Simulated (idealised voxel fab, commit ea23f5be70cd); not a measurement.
Name of the process module below: voxel transistor to metal
Cross-section cut: width 165 nm, square cells of 5 nm.
Each cross-section below is a grid of square cells, stated as bands in top-down order, with one or more rows of cells making up each band.
The band entry comprises the height of the band's top followed by the height of its bottom, expressed in nm, and subsequently the band's materials from left to right, each stated together with its width in nm. Where a single material is marked with the word "all across", that material fills the band from edge to edge. The word "empty" represents empty space.
Ref level 0: as-received wafer is one material below here. Bottom band extends down with no lower bound ("z 0 and below").
The two numbers in a width such as "30 to 40" mark its ends across the band: the first belongs to the top row of cells, the second to the bottom row, and from each row to the next the width moves by the same amount.
Step note "remains unaltered" = no cross-section cell changed.
"Closed void register" enumerates empty spaces isolated from the top, with no open way to it, that contain at least 8 cells, giving each as width x height at distance from the left edge, all three in nm.
That trailing text on a step's line, after the settings, is the simulator's own remark on the step.
You can add "overlay nm" to a step's line. For a step with a mask, it describes how far the mask lay to the right of its planned position, and a negative number describes a lay to the left.
Planned step list for the process:
1: RECEIVE: material Si
2: CONFORMAL_DEP: material SiO2, thk nm 5
3: CONFORMAL_DEP: material SiN, thk nm 10
4: PATTERN: tone cover, mask id ACTIVE, material resist, width nm 105, thk nm 20, overlay nm 0
5: DIRECTIONAL_ETCH: etch materials SiN, depth nm 10
6: DIRECTIONAL_ETCH: etch materials SiO2, depth nm 5
7: DIRECTIONAL_ETCH: etch materials Si, depth nm 25
8: STRIP: etch materials resist
9: FILL_DEP: material SiO2, thk nm 10
10: CMP: height nm 15
11: SELECTIVE_ETCH: etch materials SiO2, depth nm 10
12: STRIP: etch materials SiN
13: SELECTIVE_ETCH: etch materials SiO2, depth nm 5
14: OXIDIZE: depth nm 5
15: DIRECTIONAL_DEP: material polySi, thk nm 30
16: DIRECTIONAL_DEP: material SiCN, thk nm 15
17: PATTERN: tone cover, mask id GATE, material resist, width nm 25, thk nm 20, overlay nm 0
18: DIRECTIONAL_ETCH: etch materials SiCN, depth nm 25
19: DIRECTIONAL_ETCH: etch materials polySi, depth nm 40
20: STRIP: etch materials resist
21: CONFORMAL_DEP: material SiN, thk nm 10
22: DIRECTIONAL_ETCH: etch materials SiN, depth nm 10
23: DIRECTIONAL_ETCH: etch materials SiO2, depth nm 5
24: DIRECTIONAL_ETCH: etch materials Si, depth nm 15
25: EPI: material SiGe, thk nm 15
26: FILL_DEP: material SiO2, thk nm 10
27: CMP: height nm 45
28: DIRECTIONAL_DEP: material SiO2, thk nm 15
29: PATTERN: tone open, mask id CONTACT, material resist, width nm 25, pitch nm 60, thk nm 20, overlay nm 0
30: DIRECTIONAL_ETCH: etch materials SiO2, depth nm 65
31: STRIP: etch materials resist
32: CONFORMAL_DEP: material TiN, thk nm 5
33: FILL_DEP: material W, thk nm 5
34: CMP: height nm 60
35: CONFORMAL_DEP: material SiCN, thk nm 5
36: DIRECTIONAL_DEP: material SiO2, thk nm 20
37: MASKED_ETCH: tone open, mask id METAL_1, width nm 15, pitch nm 70, etch materials SiO2, depth nm 20, overlay nm 0
38: MASKED_ETCH: tone open, mask id METAL_1, width nm 15, pitch nm 70, etch materials SiCN, depth nm 5, overlay nm 0
39: CONFORMAL_DEP: material TiN, thk nm 5
40: FILL_DEP: material Cu, thk nm 5
41: CMP: height nm 85
42: CONFORMAL_DEP: material SiN, thk nm 5
Here's what the wafer looked like in cross-section when it arrived - that's after step 1:
z 0 and below  Si all across
Closed void register: none
Cross-section taken at module completion on the first of two wafers; processed per the plan:
z 90 to 85  SiN all across
z 85 to 65  40 SiO2 / 5 TiN / 5 Cu / 5 TiN / 55 SiO2 / 5 TiN / 5 Cu / 5 TiN / 40 SiO2
z 65 to 60  40 SiCN / 15 TiN / 55 SiCN / 15 TiN / 40 SiCN
z 60 to 50  40 SiO2 / 5 TiN / 15 W / 5 TiN / 35 SiO2 / 5 TiN / 15 W / 5 TiN / 40 SiO2
z 50 to 45  40 SiO2 / 5 TiN / 10 W / 10 TiN / 35 SiO2 / 10 TiN / 10 W / 5 TiN / 40 SiO2
z 45 to 30  40 SiO2 / 5 TiN / 10 W / 5 TiN / 10 SiN / 25 SiCN / 10 SiN / 5 TiN / 10 W / 5 TiN / 40 SiO2
z 30 to 15  40 SiO2 / 5 TiN / 10 W / 5 TiN / 10 SiN / 25 polySi / 10 SiN / 5 TiN / 10 W / 5 TiN / 40 SiO2
z 15 to 10  40 SiO2 / 20 TiN / 10 SiN / 25 polySi / 10 SiN / 20 TiN / 40 SiO2
z 10 to 0  40 SiO2 / 5 TiN / 15 SiGe / 10 SiN / 25 polySi / 10 SiN / 15 SiGe / 5 TiN / 40 SiO2
z 0 to -5  40 SiO2 / 5 TiN / 15 SiGe / 45 SiO2 / 15 SiGe / 5 TiN / 40 SiO2
z -5 to -20  30 SiO2 / 30 SiGe / 45 Si / 30 SiGe / 30 SiO2
z -20 to -25  30 SiO2 / 105 Si / 30 SiO2
z -25 and below  Si all across
Closed void register: none
Cross-section of the latter of the two wafers at module completion. It had an identical start and an identical plan to the former; in running it, one mistake was made:
z 90 to 85  SiN all across
z 85 to 65  40 SiO2 / 5 TiN / 5 Cu / 5 TiN / 55 SiO2 / 5 TiN / 5 Cu / 5 TiN / 40 SiO2
z 65 to 60  40 SiCN / 15 TiN / 55 SiCN / 15 TiN / 40 SiCN
z 60 to 50  50 SiO2 / 5 TiN / 15 W / 5 TiN / 35 SiO2 / 5 TiN / 15 W / 5 TiN / 30 SiO2
z 50 to 45  50 SiO2 / 25 TiN / 35 SiO2 / 5 TiN / 15 W / 5 TiN / 30 SiO2
z 45 to 30  50 SiO2 / 10 TiN / 10 SiN / 25 SiCN / 10 SiN / 5 SiO2 / 5 TiN / 15 W / 5 TiN / 30 SiO2
z 30 to 15  50 SiO2 / 10 TiN / 10 SiN / 25 polySi / 10 SiN / 5 SiO2 / 5 TiN / 15 W / 5 TiN / 30 SiO2
z 15 to 10  50 SiO2 / 10 TiN / 10 SiN / 25 polySi / 10 SiN / 5 SiO2 / 15 TiN / 5 W / 5 TiN / 30 SiO2
z 10 to 0  45 SiO2 / 15 SiGe / 10 SiN / 25 polySi / 10 SiN / 15 SiGe / 5 TiN / 5 W / 5 TiN / 30 SiO2
z 0 to -5  45 SiO2 / 15 SiGe / 45 SiO2 / 15 SiGe / 15 TiN / 30 SiO2
z -5 to -20  30 SiO2 / 30 SiGe / 45 Si / 30 SiGe / 30 SiO2
z -20 to -25  30 SiO2 / 105 Si / 30 SiO2
z -25 and below  Si all across
Closed void register: none
The mistake made against the process plan was this: step 29 did not happen as planned, as run it was PATTERN: tone open, mask id CONTACT, material resist, width nm 25, pitch nm 60, thk nm 20, overlay nm 10
Final comparison by cell count, materials where the second wafer has more or fewer than the first: SiO2: 4 more, W: 4 fewer
